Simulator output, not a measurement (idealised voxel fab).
Process module, titled voxel lift off
The cross-section shown here is cut; it is 165 nm wide and divided into square cells measuring 5 nm on a side.
Reading order for cross-sections: top band down to bottom band. Underlying form: a grid of square cells. Band size: one or more rows of cells.
For a band, the entry starts with two heights in nm, that of the top and then that of the bottom, and carries on with the band's materials in order from left to right, each alongside its width in nm; the word "all across" beside a single material means it fills the band edge to edge, and "empty" means empty space.
Counting heights begins at 0, where everything beneath is, in the wafer as received, one material. The lowest band has no bottom; it goes on downwards, as "0 -> down" shows.
Think of "30->40" as a width that walks from the first number to the second as you go down the band, top row to bottom row, taking equal-sized steps from row to row.
Take "all unchanged" at face value: in the step it is given for, the cross-section changed in none of its cells.
The list in "Sealed void inventory" covers empty spaces of 8 cells or more that cannot reach the top through any open way, and it gives each as width x height at distance; the distance is from the left edge, and width, height and distance are in nm.
Text after the settings on a step's line: the simulator's own remark on that step.
You can add "overlay nm" to a step's line. For a step with a mask, it describes how far the mask lay to the right of its planned position, and a negative number describes a lay to the left.

Planned process steps
- 1: RECEIVE | material Si
- 2: CONFORMAL_DEP | material SiO2 | thk nm 15
- 3: PATTERN | tone open | mask id LINES | material resist | width nm 30 | pitch nm 45 | thk nm 25 | overlay nm 0
- 4: DIRECTIONAL_DEP | material Ru | thk nm 10
- 5: STRIP | etch materials resist
- 6: CONFORMAL_DEP | material SiO2 | thk nm 10

Of two wafers, the first: run according to plan

Delivered wafer in cross-section: state after step 1
> 0 -> down: Si all across
> Sealed void inventory: none

Upon completion of step 2, the wafer appears in cross-section as shown
> 15 -> 0: SiO2 all across
> Below a height of 0, the structure has not been altered.

Upon completion of step 3, the wafer appears in cross-section as shown
> 40 -> 15: 20 nm resist, 30 nm empty, 15 nm resist, 30 nm empty, 15 nm resist, 30 nm empty, 25 nm resist
> Below a height of 15, the structure has not been altered.

Upon completion of step 4, the wafer appears in cross-section as shown
> 50 -> 40: 20 nm Ru, 30 nm empty, 15 nm Ru, 30 nm empty, 15 nm Ru, 30 nm empty, 25 nm Ru
> 40 -> 25: 20 nm resist, 30 nm empty, 15 nm resist, 30 nm empty, 15 nm resist, 30 nm empty, 25 nm resist
> 25 -> 15: 20 nm resist, 30 nm Ru, 15 nm resist, 30 nm Ru, 15 nm resist, 30 nm Ru, 25 nm resist
> Below a height of 15, the structure has not been altered.

Upon completion of step 5, the wafer appears in cross-section as shown
> 25 -> 15: 20 nm empty, 30 nm Ru, 15 nm empty, 30 nm Ru, 15 nm empty, 30 nm Ru, 25 nm empty
> Below a height of 15, the structure has not been altered.

Upon completion of step 6, the wafer appears in cross-section as shown
> 35 -> 25: 10 nm empty, 140 nm SiO2, 15 nm empty
> 25 -> 15: 20 nm SiO2, 30 nm Ru, 15 nm SiO2, 30 nm Ru, 15 nm SiO2, 30 nm Ru, 25 nm SiO2
> Below a height of 15, the structure has not been altered.

second wafer: like start, like plan, one mistake. Through step 2 it matches the first wafer

Look at the second wafer in cross-section at the time step 3 ought to have finished
> 40 -> 15: 20 nm empty, 30 nm resist, 15 nm empty, 30 nm resist, 15 nm empty, 30 nm resist, 25 nm empty
> Below a height of 15, the structure has not been altered.

Look at the second wafer in cross-section at the time step 4 ought to have finished
> 50 -> 40: 20 nm empty, 30 nm Ru, 15 nm empty, 30 nm Ru, 15 nm empty, 30 nm Ru, 25 nm empty
> 40 -> 25: 20 nm empty, 30 nm resist, 15 nm empty, 30 nm resist, 15 nm empty, 30 nm resist, 25 nm empty
> 25 -> 15: 20 nm Ru, 30 nm resist, 15 nm Ru, 30 nm resist, 15 nm Ru, 30 nm resist, 25 nm Ru
> Below a height of 15, the structure has not been altered.

Look at the second wafer in cross-section at the time step 5 ought to have finished
> 25 -> 15: 20 nm Ru, 30 nm empty, 15 nm Ru, 30 nm empty, 15 nm Ru, 30 nm empty, 25 nm Ru
> Below a height of 15, the structure has not been altered.

Look at the second wafer in cross-section at the time step 6 ought to have finished
> 35 -> 25: 30 nm SiO2, 10 nm empty, 35 nm SiO2, 10 nm empty, 35 nm SiO2, 10 nm empty, 35 nm SiO2
> 25 -> 15: 20 nm Ru, 30 nm SiO2, 15 nm Ru, 30 nm SiO2, 15 nm Ru, 30 nm SiO2, 25 nm Ru
> Below a height of 15, the structure has not been altered.
The mistake made against the process plan was this: step 3 ran differently from the plan; actual operation with settings: PATTERN | tone cover | mask id LINES | material resist | width nm 30 | pitch nm 45 | thk nm 25 | overlay nm 0
In the final state, the cell counts of the second wafer exceed or fall short of those of the first for the following materials: -6 Ru | +4 SiO2
